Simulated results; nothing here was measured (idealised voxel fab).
A process module follows: voxel transistor to metal.
Cross-section cut spans 140 nm and uses square cells 5 nm in size.
Reading order for cross-sections: top band down to bottom band. Underlying form: a grid of square cells. Band size: one or more rows of cells.
For a band, the entry starts with two heights in nm, that of the top and then that of the bottom, and carries on with the band's materials in order from left to right, each alongside its width in nm; the word "full width" beside a single material means it fills the band edge to edge, and "air" means empty space.
We count height from 0. Below that, the starting wafer is all one material. The lowest band never ends at the bottom but goes on down; see "0 down" for how that is written.
The notation "30->40" denotes a width that varies across the rows of cells in the band, beginning at the first number in the top row, finishing at the second number in the bottom row, and changing by an identical amount from each row to the next.
"no change occurred" -> step changed no cross-section cell.
Voids not open to the top, 8 cells minimum: see "Tabulated closed voids". Written width x height at distance; distance is from the left edge; nm.
Anything after a step's settings on that line? It's the simulator's own note about the step.
overlay nm: where the mask lay relative to plan, measured to the right, on steps with a mask; negatives go left.
These are the steps we planned for the process
1. op RECEIVE | material Si
2. op OXIDIZE | depth nm 5
3. op CONFORMAL_DEP | material SiN | thk nm 10
4. op MASKED_ETCH | tone cover | mask id ACTIVE | width nm 105 | etch materials SiN | depth nm 10 | overlay nm 0
5. op MASKED_ETCH | tone cover | mask id ACTIVE | width nm 105 | etch materials SiO2 | depth nm 5 | overlay nm 0
6. op MASKED_ETCH | tone cover | mask id ACTIVE | width nm 105 | etch materials Si | depth nm 30 | overlay nm 0
7. op OXIDIZE | depth nm 5
8. op FILL_DEP | material SiO2 | thk nm 15
9. op CMP | height nm 10
10. op SELECTIVE_ETCH | etch materials SiO2 | depth nm 5
11. op STRIP | etch materials SiN
12. op SELECTIVE_ETCH | etch materials SiO2 | depth nm 5
13. op OXIDIZE | depth nm 5
14. op DIRECTIONAL_DEP | material polySi | thk nm 20
15. op DIRECTIONAL_DEP | material SiCN | thk nm 15
16. op DIRECTIONAL_DEP | material aC | thk nm 10
17. op PATTERN | tone cover | mask id GATE | material resist | width nm 25 | thk nm 25 | overlay nm 0
18. op DIRECTIONAL_ETCH | etch materials aC | depth nm 10
19. op STRIP | etch materials resist
20. op DIRECTIONAL_ETCH | etch materials SiCN | depth nm 25
21. op DIRECTIONAL_ETCH | etch materials polySi | depth nm 30
22. op STRIP | etch materials aC
23. op CONFORMAL_DEP | material SiN | thk nm 5
24. op DIRECTIONAL_ETCH | etch materials SiN | depth nm 5
25. op DIRECTIONAL_ETCH | etch materials SiO2 | depth nm 5
26. op DIRECTIONAL_ETCH | etch materials Si | depth nm 5
27. op EPI | material pSi | thk nm 10
28. op FILL_DEP | material SiO2 | thk nm 10
29. op CMP | height nm 15
30. op STRIP | etch materials polySi
31. op SELECTIVE_ETCH | etch materials SiO2 | depth nm 5
32. op CONFORMAL_DEP | material HfO2 | thk nm 5
33. op CONFORMAL_DEP | material TiN | thk nm 5
34. op FILL_DEP | material W | thk nm 5
35. op CMP | height nm 10
36. op DIRECTIONAL_DEP | material SiO2 | thk nm 10
37. op PATTERN | tone open | mask id CONTACT | material resist | width nm 15 | pitch nm 80 | thk nm 15 | overlay nm 0
38. op DIRECTIONAL_ETCH | etch materials SiO2 | depth nm 25
39. op STRIP | etch materials resist
40. op CONFORMAL_DEP | material TiN | thk nm 5
41. op FILL_DEP | material Ru | thk nm 10
42. op CMP | height nm 20
43. op CONFORMAL_DEP | material SiCN | thk nm 5
44. op DIRECTIONAL_DEP | material lowk | thk nm 20
45. op DIRECTIONAL_DEP | material aC | thk nm 15
46. op PATTERN | tone open | mask id METAL_1 | material resist | width nm 15 | pitch nm 80 | thk nm 30 | overlay nm 0
47. op DIRECTIONAL_ETCH | etch materials aC | depth nm 15
48. op STRIP | etch materials resist
49. op DIRECTIONAL_ETCH | etch materials lowk | depth nm 20
50. op DIRECTIONAL_ETCH | etch materials SiCN | depth nm 5
51. op STRIP | etch materials aC
52. op CONFORMAL_DEP | material TiN | thk nm 5
53. op FILL_DEP | material Cu | thk nm 5
54. op CMP | height nm 45
55. op CONFORMAL_DEP | material SiCN | thk nm 5
56. op DIRECTIONAL_DEP | material lowk | thk nm 35
57. op PATTERN | tone open | mask id METAL_2 | material resist | width nm 15 | pitch nm 80 | thk nm 15 | overlay nm 0
58. op DIRECTIONAL_ETCH | etch materials lowk | depth nm 20
59. op STRIP | etch materials resist
60. op MASKED_ETCH | tone open | mask id METAL_2_HOLES | width nm 15 | pitch nm 80 | etch materials lowk | depth nm 15 | overlay nm 0
61. op MASKED_ETCH | tone open | mask id METAL_2_HOLES | width nm 15 | pitch nm 80 | etch materials SiCN | depth nm 5 | overlay nm 0
62. op CONFORMAL_DEP | material TiN | thk nm 5
63. op FILL_DEP | material Ru | thk nm 10
64. op CMP | height nm 85
65. op CONFORMAL_DEP | material SiCN | thk nm 5
Run as planned: first of two wafers
As received (post step 1): cross-section
0 down | Si full width
Tabulated closed voids: none
The following cross-section depicts the wafer upon completion of step 2
0 to -5 | SiO2 full width
Under the height -5 nothing was changed.
The following cross-section depicts the wafer upon completion of step 3
10 to 0 | SiN full width
Under the height 0 nothing was changed.
The following cross-section depicts the wafer upon completion of step 4
10 to 0 | 15 air, 105 SiN, 20 air
Under the height 0 nothing was changed.
The following cross-section depicts the wafer upon completion of step 5
10 to 0 | 15 air, 105 SiN, 20 air
0 to -5 | 15 air, 105 SiO2, 20 air
Under the height -5 nothing was changed.
The following cross-section depicts the wafer upon completion of step 6
10 to 0 | 15 air, 105 SiN, 20 air
0 to -5 | 15 air, 105 SiO2, 20 air
-5 to -35 | 15 air, 105 Si, 20 air
Under the height -35 nothing was changed.
The following cross-section depicts the wafer upon completion of step 7
10 to 0 | 15 air, 105 SiN, 20 air
0 to -5 | 15 air, 105 SiO2, 20 air
-5 to -35 | 15 air, 5 SiO2, 95 Si, 5 SiO2, 20 air
-35 to -40 | 20 SiO2, 95 Si, 25 SiO2
Under the height -40 nothing was changed.
The following cross-section depicts the wafer upon completion of step 8
25 to 10 | SiO2 full width
10 to 0 | 15 SiO2, 105 SiN, 20 SiO2
0 to -5 | SiO2 full width
-5 to -40 | 20 SiO2, 95 Si, 25 SiO2
Under the height -40 nothing was changed.
The following cross-section depicts the wafer upon completion of step 9
10 to 0 | 15 SiO2, 105 SiN, 20 SiO2
Under the height 0 nothing was changed.
The following cross-section depicts the wafer upon completion of step 10
10 to 5 | 15 air, 105 SiN, 20 air
Under the height 5 nothing was changed.
The following cross-section depicts the wafer upon completion of step 11
5 to 0 | 15 SiO2, 105 air, 20 SiO2
Under the height 0 nothing was changed.
The following cross-section depicts the wafer upon completion of step 12
0 to -5 | 10 SiO2, 115 air, 15 SiO2
Under the height -5 nothing was changed.
The following cross-section depicts the wafer upon completion of step 13
0 to -5 | 10 SiO2, 115 air, 15 SiO2
-5 to -10 | SiO2 full width
Under the height -10 nothing was changed.
The following cross-section depicts the wafer upon completion of step 14
20 to 15 | 10 polySi, 115 air, 15 polySi
15 to 0 | polySi full width
0 to -5 | 10 SiO2, 115 polySi, 15 SiO2
Under the height -5 nothing was changed.
The following cross-section depicts the wafer upon completion of step 15
35 to 30 | 10 SiCN, 115 air, 15 SiCN
30 to 20 | SiCN full width
20 to 15 | 10 polySi, 115 SiCN, 15 polySi
Under the height 15 nothing was changed.
The following cross-section depicts the wafer upon completion of step 16
45 to 40 | 10 aC, 115 air, 15 aC
40 to 35 | aC full width
35 to 30 | 10 SiCN, 115 aC, 15 SiCN
Under the height 30 nothing was changed.
The following cross-section depicts the wafer upon completion of step 17
70 to 45 | 55 air, 25 resist, 60 air
45 to 40 | 10 aC, 45 air, 25 resist, 45 air, 15 aC
Under the height 40 nothing was changed.
The following cross-section depicts the wafer upon completion of step 18
60 to 40 | 55 air, 25 resist, 60 air
40 to 35 | 55 air, 25 aC, 60 air
35 to 30 | 10 SiCN, 45 air, 25 aC, 45 air, 15 SiCN
Under the height 30 nothing was changed.
The following cross-section depicts the wafer upon completion of step 19
40 to 35 | 55 air, 25 aC, 60 air
Under the height 35 nothing was changed.
The following cross-section depicts the wafer upon completion of step 20
40 to 30 | 55 air, 25 aC, 60 air
30 to 20 | 55 air, 25 SiCN, 60 air
20 to 15 | 10 polySi, 45 air, 25 SiCN, 45 air, 15 polySi
Under the height 15 nothing was changed.
The following cross-section depicts the wafer upon completion of step 21
40 to 30 | 55 air, 25 aC, 60 air
30 to 15 | 55 air, 25 SiCN, 60 air
15 to 0 | 55 air, 25 polySi, 60 air
0 to -5 | 10 SiO2, 45 air, 25 polySi, 45 air, 15 SiO2
Under the height -5 nothing was changed.
The following cross-section depicts the wafer upon completion of step 22
30 to 15 | 55 air, 25 SiCN, 60 air
Under the height 15 nothing was changed.
The following cross-section depicts the wafer upon completion of step 23
35 to 30 | 50 air, 35 SiN, 55 air
30 to 15 | 50 air, 5 SiN, 25 SiCN, 5 SiN, 55 air
15 to 5 | 50 air, 5 SiN, 25 polySi, 5 SiN, 55 air
5 to 0 | 15 SiN, 35 air, 5 SiN, 25 polySi, 5 SiN, 35 air, 20 SiN
0 to -5 | 10 SiO2, 45 SiN, 25 polySi, 45 SiN, 15 SiO2
Under the height -5 nothing was changed.
The following cross-section depicts the wafer upon completion of step 24
30 to 15 | 50 air, 5 SiN, 25 SiCN, 5 SiN, 55 air
15 to 0 | 50 air, 5 SiN, 25 polySi, 5 SiN, 55 air
0 to -5 | 10 SiO2, 5 SiN, 35 air, 5 SiN, 25 polySi, 5 SiN, 35 air, 5 SiN, 15 SiO2
Under the height -5 nothing was changed.
The following cross-section depicts the wafer upon completion of step 25
30 to 15 | 50 air, 5 SiN, 25 SiCN, 5 SiN, 55 air
15 to 0 | 50 air, 5 SiN, 25 polySi, 5 SiN, 55 air
0 to -5 | 10 air, 5 SiN, 35 air, 5 SiN, 25 polySi, 5 SiN, 35 air, 5 SiN, 15 air
-5 to -10 | 15 SiO2, 35 air, 35 SiO2, 35 air, 20 SiO2
Under the height -10 nothing was changed.
The following cross-section depicts the wafer upon completion of step 26
30 to 15 | 50 air, 5 SiN, 25 SiCN, 5 SiN, 55 air
15 to 0 | 50 air, 5 SiN, 25 polySi, 5 SiN, 55 air
0 to -5 | 10 air, 5 SiN, 35 air, 5 SiN, 25 polySi, 5 SiN, 35 air, 5 SiN, 15 air
-5 to -10 | 15 SiO2, 35 air, 35 SiO2, 35 air, 20 SiO2
-10 to -15 | 20 SiO2, 30 air, 35 Si, 30 air, 25 SiO2
Under the height -15 nothing was changed.
The following cross-section depicts the wafer upon completion of step 27
30 to 15 | 50 air, 5 SiN, 25 SiCN, 5 SiN, 55 air
15 to 0 | 50 air, 5 SiN, 25 polySi, 5 SiN, 55 air
0 to -5 | 10 air, 5 SiN, 25 air, 10 pSi, 5 SiN, 25 polySi, 5 SiN, 10 pSi, 25 air, 5 SiN, 15 air
-5 to -10 | 15 SiO2, 35 pSi, 35 SiO2, 35 pSi, 20 SiO2
-10 to -15 | 20 SiO2, 30 pSi, 35 Si, 30 pSi, 25 SiO2
Under the height -15 nothing was changed.
The following cross-section depicts the wafer upon completion of step 28
40 to 30 | SiO2 full width
30 to 15 | 50 SiO2, 5 SiN, 25 SiCN, 5 SiN, 55 SiO2
15 to 0 | 50 SiO2, 5 SiN, 25 polySi, 5 SiN, 55 SiO2
0 to -5 | 10 SiO2, 5 SiN, 25 SiO2, 10 pSi, 5 SiN, 25 polySi, 5 SiN, 10 pSi, 25 SiO2, 5 SiN, 15 SiO2
Under the height -5 nothing was changed.
The following cross-section depicts the wafer upon completion of step 29
15 to 0 | 50 SiO2, 5 SiN, 25 polySi, 5 SiN, 55 SiO2
Under the height 0 nothing was changed.
The following cross-section depicts the wafer upon completion of step 30
15 to 0 | 50 SiO2, 5 SiN, 25 air, 5 SiN, 55 SiO2
0 to -5 | 10 SiO2, 5 SiN, 25 SiO2, 10 pSi, 5 SiN, 25 air, 5 SiN, 10 pSi, 25 SiO2, 5 SiN, 15 SiO2
Under the height -5 nothing was changed.
The following cross-section depicts the wafer upon completion of step 31
15 to 10 | 50 air, 5 SiN, 25 air, 5 SiN, 55 air
10 to 0 | 50 SiO2, 5 SiN, 25 air, 5 SiN, 55 SiO2
0 to -5 | 10 SiO2, 5 SiN, 25 SiO2, 10 pSi, 5 SiN, 25 air, 5 SiN, 10 pSi, 25 SiO2, 5 SiN, 15 SiO2
-5 to -10 | 15 SiO2, 35 pSi, 35 air, 35 pSi, 20 SiO2
Under the height -10 nothing was changed.
The following cross-section depicts the wafer upon completion of step 32
20 to 15 | 45 air, 15 HfO2, 15 air, 15 HfO2, 50 air
15 to 10 | 50 HfO2, 5 SiN, 5 HfO2, 15 air, 5 HfO2, 5 SiN, 55 HfO2
10 to 0 | 50 SiO2, 5 SiN, 5 HfO2, 15 air, 5 HfO2, 5 SiN, 55 SiO2
0 to -5 | 10 SiO2, 5 SiN, 25 SiO2, 10 pSi, 5 SiN, 5 HfO2, 15 air, 5 HfO2, 5 SiN, 10 pSi, 25 SiO2, 5 SiN, 15 SiO2
-5 to -10 | 15 SiO2, 35 pSi, 35 HfO2, 35 pSi, 20 SiO2
Under the height -10 nothing was changed.
The following cross-section depicts the wafer upon completion of step 33
25 to 20 | 40 air, 25 TiN, 5 air, 25 TiN, 45 air
20 to 15 | 45 TiN, 15 HfO2, 5 TiN, 5 air, 5 TiN, 15 HfO2, 50 TiN
15 to 10 | 50 HfO2, 5 SiN, 5 HfO2, 5 TiN, 5 air, 5 TiN, 5 HfO2, 5 SiN, 55 HfO2
10 to 0 | 50 SiO2, 5 SiN, 5 HfO2, 5 TiN, 5 air, 5 TiN, 5 HfO2, 5 SiN, 55 SiO2
0 to -5 | 10 SiO2, 5 SiN, 25 SiO2, 10 pSi, 5 SiN, 5 HfO2, 15 TiN, 5 HfO2, 5 SiN, 10 pSi, 25 SiO2, 5 SiN, 15 SiO2
Under the height -5 nothing was changed.
The following cross-section depicts the wafer upon completion of step 34
30 to 25 | W full width
25 to 20 | 40 W, 25 TiN, 5 W, 25 TiN, 45 W
20 to 15 | 45 TiN, 15 HfO2, 5 TiN, 5 W, 5 TiN, 15 HfO2, 50 TiN
15 to 10 | 50 HfO2, 5 SiN, 5 HfO2, 5 TiN, 5 W, 5 TiN, 5 HfO2, 5 SiN, 55 HfO2
10 to 0 | 50 SiO2, 5 SiN, 5 HfO2, 5 TiN, 5 W, 5 TiN, 5 HfO2, 5 SiN, 55 SiO2
Under the height 0 nothing was changed.
The following cross-section depicts the wafer upon completion of step 35
10 to 0 | 50 SiO2, 5 SiN, 5 HfO2, 5 TiN, 5 W, 5 TiN, 5 HfO2, 5 SiN, 55 SiO2
Under the height 0 nothing was changed.
The following cross-section depicts the wafer upon completion of step 36
20 to 10 | SiO2 full width
Under the height 10 nothing was changed.
The following cross-section depicts the wafer upon completion of step 37
35 to 20 | 20 resist, 15 air, 65 resist, 15 air, 25 resist
Under the height 20 nothing was changed.
The following cross-section depicts the wafer upon completion of step 38
35 to 20 | 20 resist, 15 air, 65 resist, 15 air, 25 resist
20 to 10 | 20 SiO2, 15 air, 65 SiO2, 15 air, 25 SiO2
10 to 0 | 20 SiO2, 15 air, 15 SiO2, 5 SiN, 5 HfO2, 5 TiN, 5 W, 5 TiN, 5 HfO2, 5 SiN, 15 SiO2, 15 air, 25 SiO2
0 to -5 | 10 SiO2, 5 SiN, 5 SiO2, 15 air, 5 SiO2, 10 pSi, 5 SiN, 5 HfO2, 15 TiN, 5 HfO2, 5 SiN, 10 pSi, 5 SiO2, 15 air, 5 SiO2, 5 SiN, 15 SiO2
Under the height -5 nothing was changed.
The following cross-section depicts the wafer upon completion of step 39
20 to 10 | 20 SiO2, 15 air, 65 SiO2, 15 air, 25 SiO2
Under the height 10 nothing was changed.
The following cross-section depicts the wafer upon completion of step 40
25 to 20 | 25 TiN, 5 air, 75 TiN, 5 air, 30 TiN
20 to 10 | 20 SiO2, 5 TiN, 5 air, 5 TiN, 65 SiO2, 5 TiN, 5 air, 5 TiN, 25 SiO2
10 to 0 | 20 SiO2, 5 TiN, 5 air, 5 TiN, 15 SiO2, 5 SiN, 5 HfO2, 5 TiN, 5 W, 5 TiN, 5 HfO2, 5 SiN, 15 SiO2, 5 TiN, 5 air, 5 TiN, 25 SiO2
0 to -5 | 10 SiO2, 5 SiN, 5 SiO2, 15 TiN, 5 SiO2, 10 pSi, 5 SiN, 5 HfO2, 15 TiN, 5 HfO2, 5 SiN, 10 pSi, 5 SiO2, 15 TiN, 5 SiO2, 5 SiN, 15 SiO2
Under the height -5 nothing was changed.
The following cross-section depicts the wafer upon completion of step 41
35 to 25 | Ru full width
25 to 20 | 25 TiN, 5 Ru, 75 TiN, 5 Ru, 30 TiN
20 to 10 | 20 SiO2, 5 TiN, 5 Ru, 5 TiN, 65 SiO2, 5 TiN, 5 Ru, 5 TiN, 25 SiO2
10 to 0 | 20 SiO2, 5 TiN, 5 Ru, 5 TiN, 15 SiO2, 5 SiN, 5 HfO2, 5 TiN, 5 W, 5 TiN, 5 HfO2, 5 SiN, 15 SiO2, 5 TiN, 5 Ru, 5 TiN, 25 SiO2
Under the height 0 nothing was changed.
The following cross-section depicts the wafer upon completion of step 42
20 to 10 | 20 SiO2, 5 TiN, 5 Ru, 5 TiN, 65 SiO2, 5 TiN, 5 Ru, 5 TiN, 25 SiO2
Under the height 10 nothing was changed.
The following cross-section depicts the wafer upon completion of step 43
25 to 20 | SiCN full width
Under the height 20 nothing was changed.
The following cross-section depicts the wafer upon completion of step 44
45 to 25 | lowk full width
Under the height 25 nothing was changed.
The following cross-section depicts the wafer upon completion of step 45
60 to 45 | aC full width
Under the height 45 nothing was changed.
The following cross-section depicts the wafer upon completion of step 46
90 to 60 | 20 resist, 15 air, 65 resist, 15 air, 25 resist
Under the height 60 nothing was changed.
The following cross-section depicts the wafer upon completion of step 47
75 to 60 | 20 resist, 15 air, 65 resist, 15 air, 25 resist
60 to 45 | 20 aC, 15 air, 65 aC, 15 air, 25 aC
Under the height 45 nothing was changed.
The following cross-section depicts the wafer upon completion of step 48
60 to 45 | 20 aC, 15 air, 65 aC, 15 air, 25 aC
Under the height 45 nothing was changed.
The following cross-section depicts the wafer upon completion of step 49
60 to 45 | 20 aC, 15 air, 65 aC, 15 air, 25 aC
45 to 25 | 20 lowk, 15 air, 65 lowk, 15 air, 25 lowk
Under the height 25 nothing was changed.
The following cross-section depicts the wafer upon completion of step 50
60 to 45 | 20 aC, 15 air, 65 aC, 15 air, 25 aC
45 to 25 | 20 lowk, 15 air, 65 lowk, 15 air, 25 lowk
25 to 20 | 20 SiCN, 15 air, 65 SiCN, 15 air, 25 SiCN
Under the height 20 nothing was changed.
The following cross-section depicts the wafer upon completion of step 51
45 to 25 | 20 lowk, 15 air, 65 lowk, 15 air, 25 lowk
Under the height 25 nothing was changed.
The following cross-section depicts the wafer upon completion of step 52
50 to 45 | 25 TiN, 5 air, 75 TiN, 5 air, 30 TiN
45 to 25 | 20 lowk, 5 TiN, 5 air, 5 TiN, 65 lowk, 5 TiN, 5 air, 5 TiN, 25 lowk
25 to 20 | 20 SiCN, 15 TiN, 65 SiCN, 15 TiN, 25 SiCN
Under the height 20 nothing was changed.
The following cross-section depicts the wafer upon completion of step 53
55 to 50 | Cu full width
50 to 45 | 25 TiN, 5 Cu, 75 TiN, 5 Cu, 30 TiN
45 to 25 | 20 lowk, 5 TiN, 5 Cu, 5 TiN, 65 lowk, 5 TiN, 5 Cu, 5 TiN, 25 lowk
Under the height 25 nothing was changed.
The following cross-section depicts the wafer upon completion of step 54
45 to 25 | 20 lowk, 5 TiN, 5 Cu, 5 TiN, 65 lowk, 5 TiN, 5 Cu, 5 TiN, 25 lowk
Under the height 25 nothing was changed.
The following cross-section depicts the wafer upon completion of step 55
50 to 45 | SiCN full width
Under the height 45 nothing was changed.
The following cross-section depicts the wafer upon completion of step 56
85 to 50 | lowk full width
Under the height 50 nothing was changed.
The following cross-section depicts the wafer upon completion of step 57
100 to 85 | 20 resist, 15 air, 65 resist, 15 air, 25 resist
Under the height 85 nothing was changed.
The following cross-section depicts the wafer upon completion of step 58
100 to 85 | 20 resist, 15 air, 65 resist, 15 air, 25 resist
85 to 65 | 20 lowk, 15 air, 65 lowk, 15 air, 25 lowk
Under the height 65 nothing was changed.
The following cross-section depicts the wafer upon completion of step 59
85 to 65 | 20 lowk, 15 air, 65 lowk, 15 air, 25 lowk
Under the height 65 nothing was changed.
The following cross-section depicts the wafer upon completion of step 60
85 to 50 | 20 lowk, 15 air, 65 lowk, 15 air, 25 lowk
Under the height 50 nothing was changed.
The following cross-section depicts the wafer upon completion of step 61
85 to 50 | 20 lowk, 15 air, 65 lowk, 15 air, 25 lowk
50 to 45 | 20 SiCN, 15 air, 65 SiCN, 15 air, 25 SiCN
Under the height 45 nothing was changed.
The following cross-section depicts the wafer upon completion of step 62
90 to 85 | 25 TiN, 5 air, 75 TiN, 5 air, 30 TiN
85 to 50 | 20 lowk, 5 TiN, 5 air, 5 TiN, 65 lowk, 5 TiN, 5 air, 5 TiN, 25 lowk
50 to 45 | 20 SiCN, 15 TiN, 65 SiCN, 15 TiN, 25 SiCN
Under the height 45 nothing was changed.
The following cross-section depicts the wafer upon completion of step 63
100 to 90 | Ru full width
90 to 85 | 25 TiN, 5 Ru, 75 TiN, 5 Ru, 30 TiN
85 to 50 | 20 lowk, 5 TiN, 5 Ru, 5 TiN, 65 lowk, 5 TiN, 5 Ru, 5 TiN, 25 lowk
Under the height 50 nothing was changed.
The following cross-section depicts the wafer upon completion of step 64
85 to 50 | 20 lowk, 5 TiN, 5 Ru, 5 TiN, 65 lowk, 5 TiN, 5 Ru, 5 TiN, 25 lowk
Under the height 50 nothing was changed.
The following cross-section depicts the wafer upon completion of step 65
90 to 85 | SiCN full width
Under the height 85 nothing was changed.
The Second Wafer: Common Origin and Plan, One Mistake in Execution, Identical to the First Through Step 59
The second wafer cut through, at the time step 60 was supposed to be finished
85 to 70 | 15 lowk, 20 air, 60 lowk, 20 air, 25 lowk
70 to 65 | 20 lowk, 15 air, 65 lowk, 15 air, 25 lowk
65 to 50 | 20 lowk, 10 air, 70 lowk, 10 air, 30 lowk
Under the height 50 nothing was changed.
The second wafer cut through, at the time step 61 was supposed to be finished
85 to 70 | 15 lowk, 20 air, 60 lowk, 20 air, 25 lowk
70 to 65 | 20 lowk, 15 air, 65 lowk, 15 air, 25 lowk
65 to 50 | 20 lowk, 10 air, 70 lowk, 10 air, 30 lowk
50 to 45 | 20 SiCN, 10 air, 70 SiCN, 10 air, 30 SiCN
Under the height 45 nothing was changed.
The second wafer cut through, at the time step 62 was supposed to be finished
90 to 85 | 20 TiN, 10 air, 70 TiN, 10 air, 30 TiN
85 to 75 | 15 lowk, 5 TiN, 10 air, 5 TiN, 60 lowk, 5 TiN, 10 air, 5 TiN, 25 lowk
75 to 70 | 15 lowk, 10 TiN, 5 air, 5 TiN, 60 lowk, 10 TiN, 5 air, 5 TiN, 25 lowk
70 to 65 | 20 lowk, 15 TiN, 65 lowk, 15 TiN, 25 lowk
65 to 50 | 20 lowk, 10 TiN, 70 lowk, 10 TiN, 30 lowk
50 to 45 | 20 SiCN, 10 TiN, 70 SiCN, 10 TiN, 30 SiCN
Under the height 45 nothing was changed.
The second wafer cut through, at the time step 63 was supposed to be finished
100 to 90 | Ru full width
90 to 85 | 20 TiN, 10 Ru, 70 TiN, 10 Ru, 30 TiN
85 to 75 | 15 lowk, 5 TiN, 10 Ru, 5 TiN, 60 lowk, 5 TiN, 10 Ru, 5 TiN, 25 lowk
75 to 70 | 15 lowk, 10 TiN, 5 Ru, 5 TiN, 60 lowk, 10 TiN, 5 Ru, 5 TiN, 25 lowk
Under the height 70 nothing was changed.
The second wafer cut through, at the time step 64 was supposed to be finished
85 to 75 | 15 lowk, 5 TiN, 10 Ru, 5 TiN, 60 lowk, 5 TiN, 10 Ru, 5 TiN, 25 lowk
Under the height 75 nothing was changed.
The second wafer cut through, at the time step 65 was supposed to be finished
90 to 85 | SiCN full width
Under the height 85 nothing was changed.
Want to know what went wrong? step 60 did not use the planned setting and instead ran as op MASKED_ETCH | tone open | mask id METAL_2_HOLES | width nm 15 | pitch nm 80 | etch materials lowk | depth nm 15 | overlay nm -5
FYI, end of process, the second wafer has more or fewer cells of some materials than the first: Ru -4 | SiCN +2 | TiN +2
